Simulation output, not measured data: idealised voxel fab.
process module | voxel released beams
cross-section cut | 180 nm wide | cells 5 nm
A cross-section is a grid of square cells, given in bands from the top down. A band is one or more rows of cells.
Each band's line starts with the height of the band's top and of its bottom, in nm. Then come its materials from left to right, each with its width in nm. One material with "throughout" fills the band from edge to edge. "air" is empty space.
Height 0 is the level under which the wafer as received is all one material. The lowest band goes on downwards, as in "0 down".
A width such as "30 to 40" changes by the same amount from each row of cells to the next, from the band's top row to its bottom row.
"no change" after a step means that no cell of the cross-section changed.
closed voids: empty space of 8 cells or more with no open way to the top, each as width x height at its distance from the left edge, in nm
after a step's settings: what the simulator itself notes on the step
overlay nm, on a step with a mask: how far to the right of its planned place the mask lay; to the left if negative
plan
1 op RECEIVE | material Si
2 op CONFORMAL_DEP | material SiN | thk nm 5
3 op DIRECTIONAL_DEP | material SiO2 | thk nm 10
4 op DIRECTIONAL_DEP | material aC | thk nm 15
5 op PATTERN | tone open | mask id ANCHOR | material resist | width nm 40 | thk nm 35 | overlay nm 0
6 op DIRECTIONAL_ETCH | etch materials aC | depth nm 15
7 op STRIP | etch materials resist
8 op DIRECTIONAL_ETCH | etch materials SiO2 | depth nm 10
9 op STRIP | etch materials aC
10 op CONFORMAL_DEP | material W | thk nm 15
11 op DIRECTIONAL_DEP | material aC | thk nm 10
12 op PATTERN | tone cover | mask id BEAM | material resist | width nm 100 | thk nm 25 | overlay nm 0
13 op DIRECTIONAL_ETCH | etch materials aC | depth nm 10
14 op STRIP | etch materials resist
15 op DIRECTIONAL_ETCH | etch materials W | depth nm 15
16 op STRIP | etch materials aC
17 op STRIP | etch materials SiO2
first wafer, as planned
as received, after step 1
  0 down: Si throughout
  closed voids: none
after step 2
  5 to 0: SiN throughout
  below 0: unchanged
after step 3
  15 to 5: SiO2 throughout
  below 5: unchanged
after step 4
  30 to 15: aC throughout
  below 15: unchanged
after step 5
  65 to 30: resist 40 | air 40 | resist 100
  below 30: unchanged
after step 6
  50 to 30: resist 40 | air 40 | resist 100
  30 to 15: aC 40 | air 40 | aC 100
  below 15: unchanged
after step 7
  30 to 15: aC 40 | air 40 | aC 100
  below 15: unchanged
after step 8
  30 to 15: aC 40 | air 40 | aC 100
  15 to 5: SiO2 40 | air 40 | SiO2 100
  below 5: unchanged
after step 9
  15 to 5: SiO2 40 | air 40 | SiO2 100
  below 5: unchanged
after step 10
  30 to 20: W 55 | air 10 | W 115
  20 to 15: W throughout
  15 to 5: SiO2 40 | W 40 | SiO2 100
  below 5: unchanged
after step 11
  40 to 30: aC 55 | air 10 | aC 115
  30 to 20: W 55 | aC 10 | W 115
  below 20: unchanged
after step 12
  65 to 40: air 35 | resist 100 | air 45
  40 to 30: aC 55 | resist 10 | aC 115
  below 30: unchanged
after step 13
  55 to 40: air 35 | resist 100 | air 45
  40 to 30: air 35 | aC 20 | resist 10 | aC 70 | air 45
  below 30: unchanged
after step 14
  40 to 30: air 35 | aC 20 | air 10 | aC 70 | air 45
  below 30: unchanged
after step 15
  40 to 30: air 35 | aC 20 | air 10 | aC 70 | air 45
  30 to 20: air 35 | W 20 | aC 10 | W 70 | air 45
  20 to 15: air 35 | W 100 | air 45
  below 15: unchanged
after step 16
  30 to 20: air 35 | W 20 | air 10 | W 70 | air 45
  below 20: unchanged
after step 17
  30 to 20: air 35 | W 20 | air 10 | W 70 | air 45
  20 to 15: air 35 | W 100 | air 45
  15 to 5: air 40 | W 40 | air 100
  below 5: unchanged
second wafer: like start, like plan, one mistake. Through step 1 it matches the first wafer
when step 2 should have ended
  5 to 0: W throughout
  below 0: unchanged
when step 3 should have ended
  15 to 5: SiO2 throughout
  below 5: unchanged
when step 4 should have ended
  30 to 15: aC throughout
  below 15: unchanged
when step 5 should have ended
  65 to 30: resist 40 | air 40 | resist 100
  below 30: unchanged
when step 6 should have ended
  50 to 30: resist 40 | air 40 | resist 100
  30 to 15: aC 40 | air 40 | aC 100
  below 15: unchanged
when step 7 should have ended
  30 to 15: aC 40 | air 40 | aC 100
  below 15: unchanged
when step 8 should have ended
  30 to 15: aC 40 | air 40 | aC 100
  15 to 5: SiO2 40 | air 40 | SiO2 100
  below 5: unchanged
when step 9 should have ended
  15 to 5: SiO2 40 | air 40 | SiO2 100
  below 5: unchanged
when step 10 should have ended
  30 to 20: W 55 | air 10 | W 115
  20 to 15: W throughout
  15 to 5: SiO2 40 | W 40 | SiO2 100
  below 5: unchanged
when step 11 should have ended
  40 to 30: aC 55 | air 10 | aC 115
  30 to 20: W 55 | aC 10 | W 115
  below 20: unchanged
when step 12 should have ended
  65 to 40: air 35 | resist 100 | air 45
  40 to 30: aC 55 | resist 10 | aC 115
  below 30: unchanged
when step 13 should have ended
  55 to 40: air 35 | resist 100 | air 45
  40 to 30: air 35 | aC 20 | resist 10 | aC 70 | air 45
  below 30: unchanged
when step 14 should have ended
  40 to 30: air 35 | aC 20 | air 10 | aC 70 | air 45
  below 30: unchanged
when step 15 should have ended
  40 to 30: air 35 | aC 20 | air 10 | aC 70 | air 45
  30 to 20: air 35 | W 20 | aC 10 | W 70 | air 45
  20 to 15: air 35 | W 100 | air 45
  below 15: unchanged
when step 16 should have ended
  30 to 20: air 35 | W 20 | air 10 | W 70 | air 45
  below 20: unchanged
when step 17 should have ended
  30 to 20: air 35 | W 20 | air 10 | W 70 | air 45
  20 to 15: air 35 | W 100 | air 45
  15 to 5: air 40 | W 40 | air 100
  below 5: unchanged
what went wrong: step 2 ran as: op CONFORMAL_DEP | material W | thk nm 5
at the end the second wafer has, in cells: 36 fewer of SiN | 36 more of W
